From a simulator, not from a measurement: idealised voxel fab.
process module | voxel ribs on slabs
cross-section cut | 190 nm wide | cells 5 nm
A cross-section is a grid of square cells, given in bands from the top down. A band is one or more rows of cells.
Each band's line starts with the height of the band's top and of its bottom, in nm. Then come its materials from left to right, each with its width in nm. One material with "throughout" fills the band from edge to edge. "air" is empty space.
Height 0 is the level under which the wafer as received is all one material. The lowest band goes on downwards, as in "0 down".
A width such as "30 to 40" changes by the same amount from each row of cells to the next, from the band's top row to its bottom row.
"no change" after a step means that no cell of the cross-section changed.
closed voids: empty space of 8 cells or more with no open way to the top, each as width x height at its distance from the left edge, in nm
after a step's settings: what the simulator itself notes on the step
overlay nm, on a step with a mask: how far to the right of its planned place the mask lay; to the left if negative
plan
1 op RECEIVE | material Si
2 op DIRECTIONAL_DEP | material SiO2 | thk nm 20
3 op DIRECTIONAL_DEP | material polySi | thk nm 15
4 op MASKED_ETCH | tone cover | mask id RIB | width nm 30 | etch materials polySi | depth nm 5 | overlay nm 0
5 op DIRECTIONAL_DEP | material aC | thk nm 15
6 op PATTERN | tone cover | mask id SLAB | material resist | width nm 70 | thk nm 30 | overlay nm 0
7 op DIRECTIONAL_ETCH | etch materials aC | depth nm 15
8 op STRIP | etch materials resist
9 op DIRECTIONAL_ETCH | etch materials polySi | depth nm 10
10 op STRIP | etch materials aC
11 op FILL_DEP | material SiO2 | thk nm 30
12 op CMP | height nm 55
13 op DIRECTIONAL_DEP | material W | thk nm 10
14 op PATTERN | tone cover | mask id HEATER | material resist | width nm 40 | thk nm 20 | overlay nm 0
15 op DIRECTIONAL_ETCH | etch materials W | depth nm 10
16 op STRIP | etch materials resist
17 op CONFORMAL_DEP | material SiN | thk nm 5
as received, after step 1
  0 down: Si throughout
  closed voids: none
first wafer at the end, as planned
  70 to 65: air 70 | SiN 50 | air 70
  65 to 60: air 70 | SiN 5 | W 40 | SiN 5 | air 70
  60 to 55: SiN 75 | W 40 | SiN 75
  55 to 35: SiO2 throughout
  35 to 30: SiO2 80 | polySi 30 | SiO2 80
  30 to 20: SiO2 60 | polySi 70 | SiO2 60
  20 to 0: SiO2 throughout
  0 down: Si throughout
  closed voids: none
second wafer at the end: like start, like plan, one mistake
  65 to 55: air 75 | W 40 | air 75
  55 to 35: SiO2 throughout
  35 to 30: SiO2 80 | polySi 30 | SiO2 80
  30 to 20: SiO2 60 | polySi 70 | SiO2 60
  20 to 0: SiO2 throughout
  0 down: Si throughout
  closed voids: none
what went wrong: step 17 was left out
at the end the second wafer has, in cells: 42 fewer of SiN
